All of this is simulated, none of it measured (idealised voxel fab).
process module | voxel gate over fins
cross-section cut | 270 nm wide | cells 5 nm
A cross-section is a grid of square cells, given in bands from the top down. A band is one or more rows of cells.
Each band's line starts with the height of the band's top and of its bottom, in nm. Then come its materials from left to right, each with its width in nm. One material with "throughout" fills the band from edge to edge. "air" is empty space.
Height 0 is the level under which the wafer as received is all one material. The lowest band goes on downwards, as in "0 down".
A width such as "30 to 40" changes by the same amount from each row of cells to the next, from the band's top row to its bottom row.
"no change" after a step means that no cell of the cross-section changed.
closed voids: empty space of 8 cells or more with no open way to the top, each as width x height at its distance from the left edge, in nm
after a step's settings: what the simulator itself notes on the step
overlay nm, on a step with a mask: how far to the right of its planned place the mask lay; to the left if negative
plan
1 op RECEIVE | material Si
2 op CONFORMAL_DEP | material SiN | thk nm 5
3 op DIRECTIONAL_DEP | material aC | thk nm 10
4 op PATTERN | tone cover | mask id FINS | material resist | width nm 15 | pitch nm 50 | thk nm 30 | overlay nm 0
5 op DIRECTIONAL_ETCH | etch materials aC | depth nm 10
6 op STRIP | etch materials resist
7 op DIRECTIONAL_ETCH | etch materials SiN | depth nm 5
8 op DIRECTIONAL_ETCH | etch materials Si | depth nm 40
9 op STRIP | etch materials aC
10 op FILL_DEP | material SiO2 | thk nm 5
11 op CMP | height nm 5
12 op PATTERN | tone open | mask id RAIL | material resist | width nm 15 | thk nm 20 | overlay nm 0
13 op DIRECTIONAL_ETCH | etch materials SiO2 | depth nm 40
14 op STRIP | etch materials resist
15 op CONFORMAL_DEP | material TiN | thk nm 5
16 op FILL_DEP | material W | thk nm 5
17 op CMP | height nm 5
18 op SELECTIVE_ETCH | etch materials W Ru TiN | depth nm 20
19 op FILL_DEP | material SiO2 | thk nm 5
20 op CMP | height nm 5
21 op SELECTIVE_ETCH | etch materials SiO2 | depth nm 15
22 op STRIP | etch materials SiN
23 op CONFORMAL_DEP | material HfO2 | thk nm 5
24 op CONFORMAL_DEP | material TiN | thk nm 5
25 op FILL_DEP | material W | thk nm 10
26 op CMP | height nm 15
27 op CONFORMAL_DEP | material SiCN | thk nm 5
as received, after step 1
  0 down: Si throughout
  closed voids: none
a wafer at the end: this start, this plan, one mistake
  20 to 15: SiCN throughout
  15 to 10: W throughout
  10 to 5: W 90 | TiN 35 | W 15 | TiN 35 | W 95
  5 to 0: W 90 | TiN 5 | HfO2 25 | TiN 5 | W 15 | TiN 5 | HfO2 25 | TiN 5 | W 95
  0 to -5: TiN 95 | HfO2 5 | Si 15 | HfO2 5 | TiN 25 | HfO2 5 | Si 15 | HfO2 5 | TiN 100
  -5 to -10: HfO2 100 | Si 15 | HfO2 35 | Si 15 | HfO2 105
  -10 to -15: SiO2 100 | Si 15 | SiO2 35 | Si 15 | SiO2 105
  -15 to -30: SiO2 100 | Si 15 | SiO2 10 | TiN 5 | W 5 | TiN 5 | SiO2 10 | Si 15 | SiO2 105
  -30 to -35: SiO2 100 | Si 15 | SiO2 10 | TiN 15 | SiO2 10 | Si 15 | SiO2 105
  -35 down: Si throughout
  closed voids: none
what went wrong: step 8 ran as: op DIRECTIONAL_ETCH | etch materials Si | depth nm 35
